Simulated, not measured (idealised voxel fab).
The following process module bears the name voxel self aligned vias.
We display cut, a cross-section 275 nm in width whose square cells are each 5 nm.
Think of the cross-section as a grid of square cells. We describe it in bands, top to bottom, and each band covers one or more rows of those cells. Within each band entry, the heights of the top and of the bottom of the band appear first, in that order and in nm; the materials of the band then follow from left to right, each with its corresponding width in nm. The designation "edge to edge" on a single material indicates that it fills the band from edge to edge; the designation "empty" indicates empty space. Note: height 0 marks the level under which the wafer is uniformly one material as received. Lowest band unbounded below, written "top 0, no bottom". When a width is written as two numbers, as in "30..40", the first number is the width in the top row of cells of the band and the second is the width in its bottom row, and the width changes by the same amount from each row to the next. It should be understood that the words "same as before", when stated for a given step, signify that the cross-section underwent no change in any of its cells during that step. "closed voids" specifies each empty space that is not open to the top and that occupies no fewer than 8 cells, using the form width x height at distance, the distance measured from the left edge and all three quantities in nm. Anything after a step's settings on that line? It's the simulator's own note about the step. What "overlay nm" on a step's line means: if the step has a mask, that mask lay this far to the right of its planned place, or, when the value is negative, to the left.
# The process steps that were planned are listed below
1,RECEIVE with material Si
2,CONFORMAL_DEP with material SiO2, thk nm 15
3,CONFORMAL_DEP with material SiCN, thk nm 5
4,DIRECTIONAL_DEP with material lowk, thk nm 30
5,DIRECTIONAL_DEP with material aC, thk nm 15
6,PATTERN with tone open, mask id LINES, material resist, width nm 20, pitch nm 60, thk nm 35, overlay nm 0
7,DIRECTIONAL_ETCH with etch materials aC, depth nm 15
8,STRIP with etch materials resist
9,DIRECTIONAL_ETCH with etch materials lowk, depth nm 30
10,STRIP with etch materials aC
11,CONFORMAL_DEP with material TiN, thk nm 5
12,FILL_DEP with material W, thk nm 10
13,CMP with height nm 50
14,SELECTIVE_ETCH with etch materials W Ru TiN, depth nm 5
15,FILL_DEP with material SiN, thk nm 5
16,CMP with height nm 50
17,DIRECTIONAL_DEP with material lowk, thk nm 20
18,MASKED_ETCH with tone open, mask id VIAS, width nm 30, pitch nm 60, etch materials lowk, depth nm 20, overlay nm 0
19,MASKED_ETCH with tone open, mask id VIAS, width nm 30, pitch nm 60, etch materials SiN, depth nm 5, overlay nm 0
20,CONFORMAL_DEP with material TiN, thk nm 5
21,FILL_DEP with material Cu, thk nm 10
22,CMP with height nm 70
23,CONFORMAL_DEP with material SiN, thk nm 5
# Step 1 complete: cross-section of the wafer as received
- top 0, no bottom = Si edge to edge
- closed voids: none
# Cross-section, first of two wafers, end of module, run as planned
- top 75, bottom 70 = SiN edge to edge
- top 70, bottom 55 = lowk: 60, then TiN: 5, then Cu: 20, then TiN: 5, then lowk: 30, then TiN: 5, then Cu: 20, then TiN: 5, then lowk: 30, then TiN: 5, then Cu: 20, then TiN: 5, then lowk: 65
- top 55, bottom 50 = lowk: 60, then TiN: 10, then Cu: 10, then TiN: 10, then lowk: 30, then TiN: 10, then Cu: 10, then TiN: 10, then lowk: 30, then TiN: 10, then Cu: 10, then TiN: 10, then lowk: 65
- top 50, bottom 45 = lowk: 65, then TiN: 20, then lowk: 40, then TiN: 20, then lowk: 40, then TiN: 20, then lowk: 70
- top 45, bottom 25 = lowk: 65, then TiN: 5, then W: 10, then TiN: 5, then lowk: 40, then TiN: 5, then W: 10, then TiN: 5, then lowk: 40, then TiN: 5, then W: 10, then TiN: 5, then lowk: 70
- top 25, bottom 20 = lowk: 65, then TiN: 20, then lowk: 40, then TiN: 20, then lowk: 40, then TiN: 20, then lowk: 70
- top 20, bottom 15 = SiCN edge to edge
- top 15, bottom 0 = SiO2 edge to edge
- top 0, no bottom = Si edge to edge
- closed voids: none
# So this is wafer number two of the two, cut at the end of the module - it started where the first did and had the same plan, we just got one thing wrong running it
- top 75, bottom 70 = SiN edge to edge
- top 70, bottom 55 = lowk: 65, then TiN: 5, then Cu: 20, then TiN: 5, then lowk: 30, then TiN: 5, then Cu: 20, then TiN: 5, then lowk: 30, then TiN: 5, then Cu: 20, then TiN: 5, then lowk: 60
- top 55, bottom 50 = lowk: 65, then TiN: 5, then Cu: 10, then TiN: 15, then lowk: 30, then TiN: 5, then Cu: 10, then TiN: 15, then lowk: 30, then TiN: 5, then Cu: 10, then TiN: 15, then lowk: 60
- top 50, bottom 45 = lowk: 65, then TiN: 20, then lowk: 40, then TiN: 20, then lowk: 40, then TiN: 20, then lowk: 70
- top 45, bottom 25 = lowk: 65, then TiN: 5, then W: 10, then TiN: 5, then lowk: 40, then TiN: 5, then W: 10, then TiN: 5, then lowk: 40, then TiN: 5, then W: 10, then TiN: 5, then lowk: 70
- top 25, bottom 20 = lowk: 65, then TiN: 20, then lowk: 40, then TiN: 20, then lowk: 40, then TiN: 20, then lowk: 70
- top 20, bottom 15 = SiCN edge to edge
- top 15, bottom 0 = SiO2 edge to edge
- top 0, no bottom = Si edge to edge
- closed voids: none
Finding, execution versus plan: so step 18 ended up running with a different setting than we planned, it ran as MASKED_ETCH with tone open, mask id VIAS, width nm 30, pitch nm 60, etch materials lowk, depth nm 20, overlay nm 5
Final wafers compared: equal cell tally per material, rearranged layout.
